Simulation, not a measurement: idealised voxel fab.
Presented below is a process module, voxel released beams.
The figure presents cross-section cut, which has a width of 250 nm and is divided into square cells with an edge length of 5 nm.
When this document writes out a cross-section, it uses a grid of square cells and lists it as bands, beginning at the top and moving down, with a band standing for one or more rows of cells. It is stipulated that each band's entry specify, in nanometres, the height of the top of the band and then that of its bottom, followed by the materials of the band in left-to-right sequence, each together with its width in nanometres. A single material marked by the word "throughout" is understood to fill the band from edge to edge; the word "blank" is understood to denote empty space. Heights are expressed relative to 0, this being the level below which the as-received wafer comprises one material exclusively. The lowest band is unbounded in the downward direction and is denoted as in "0 down". A two-number width, for instance "30..40", indicates that the width is equal to the first number in the top row of the band and to the second number in the bottom row, and that it changes by a constant amount per row of cells. Reading "changes: none" for a step: not a cell of the cross-section changed in it. Voids not open to the top, 8 cells minimum: see "Completely enclosed voids". Written width x height at distance; distance is from the left edge; nm. after a step's settings: what the simulator itself notes on the step. Each step line may optionally specify "overlay nm", which for a step with a mask gives the rightward distance between the mask's planned place and where it lay, a negative value indicating the leftward direction.
Intended process steps:
1. RECEIVE | material Si
2. CONFORMAL_DEP | material Al2O3 | thk nm 5
3. DIRECTIONAL_DEP | material SiO2 | thk nm 10
4. PATTERN | tone open | mask id ANCHOR | material resist | width nm 30 | thk nm 15 | overlay nm 0
5. DIRECTIONAL_ETCH | etch materials SiO2 | depth nm 10
6. STRIP | etch materials resist
7. CONFORMAL_DEP | material SiN | thk nm 10
8. PATTERN | tone cover | mask id BEAM | material resist | width nm 100 | thk nm 15 | overlay nm 0
9. DIRECTIONAL_ETCH | etch materials SiN | depth nm 10
10. STRIP | etch materials resist
11. STRIP | etch materials SiO2
First of two wafers, with the run carried out as planned:
Cross-section of the incoming wafer, state after step 1:
    0 down  Si throughout
    Completely enclosed voids: none
State of the wafer after step 2, shown in cross-section:
    5 to 0  Al2O3 throughout
    Below 0, the layers are the same as they were.
State of the wafer after step 3, shown in cross-section:
    15 to 5  SiO2 throughout
    Below 5, the layers are the same as they were.
State of the wafer after step 4, shown in cross-section:
    30 to 15  resist 75, then blank 30, then resist 145
    Below 15, the layers are the same as they were.
State of the wafer after step 5, shown in cross-section:
    30 to 15  resist 75, then blank 30, then resist 145
    15 to 5  SiO2 75, then blank 30, then SiO2 145
    Below 5, the layers are the same as they were.
State of the wafer after step 6, shown in cross-section:
    15 to 5  SiO2 75, then blank 30, then SiO2 145
    Below 5, the layers are the same as they were.
State of the wafer after step 7, shown in cross-section:
    25 to 15  SiN 85, then blank 10, then SiN 155
    15 to 5  SiO2 75, then SiN 30, then SiO2 145
    Below 5, the layers are the same as they were.
State of the wafer after step 8, shown in cross-section:
    40 to 25  blank 70, then resist 100, then blank 80
    25 to 15  SiN 85, then resist 10, then SiN 155
    Below 15, the layers are the same as they were.
State of the wafer after step 9, shown in cross-section:
    40 to 25  blank 70, then resist 100, then blank 80
    25 to 15  blank 70, then SiN 15, then resist 10, then SiN 75, then blank 80
    Below 15, the layers are the same as they were.
State of the wafer after step 10, shown in cross-section:
    25 to 15  blank 70, then SiN 15, then blank 10, then SiN 75, then blank 80
    Below 15, the layers are the same as they were.
State of the wafer after step 11, shown in cross-section:
    25 to 15  blank 70, then SiN 15, then blank 10, then SiN 75, then blank 80
    15 to 5  blank 75, then SiN 30, then blank 145
    Below 5, the layers are the same as they were.
The second wafer began exactly as the first did and followed the same plan, but one mistake was made while running it; through step 1 inclusive, the two wafers are identical:
Cross-sectional view of the second wafer at the intended end time of process step 2:
    10 to 0  SiO2 throughout
    Below 0, the layers are the same as they were.
Cross-sectional view of the second wafer at the intended end time of process step 3:
    15 to 10  Al2O3 throughout
    Below 10, the layers are the same as they were.
Cross-sectional view of the second wafer at the intended end time of process step 4:
    30 to 15  resist 75, then blank 30, then resist 145
    Below 15, the layers are the same as they were.
Cross-sectional view of the second wafer at the intended end time of process step 5: changes: none
Cross-sectional view of the second wafer at the intended end time of process step 6:
    15 to 10  Al2O3 throughout
    Below 10, the layers are the same as they were.
Cross-sectional view of the second wafer at the intended end time of process step 7:
    25 to 15  SiN throughout
    Below 15, the layers are the same as they were.
Cross-sectional view of the second wafer at the intended end time of process step 8:
    40 to 25  blank 70, then resist 100, then blank 80
    Below 25, the layers are the same as they were.
Cross-sectional view of the second wafer at the intended end time of process step 9:
    40 to 25  blank 70, then resist 100, then blank 80
    25 to 15  blank 70, then SiN 100, then blank 80
    Below 15, the layers are the same as they were.
Cross-sectional view of the second wafer at the intended end time of process step 10:
    25 to 15  blank 70, then SiN 100, then blank 80
    Below 15, the layers are the same as they were.
Cross-sectional view of the second wafer at the intended end time of process step 11: changes: none
Want to know what went wrong? deviation from plan: step 3 and step 2 executed in one another's positions
It is noted that, at the conclusion of processing, the second wafer exhibits a higher or lower cell count for certain materials relative to the first: -8 SiN; +100 SiO2
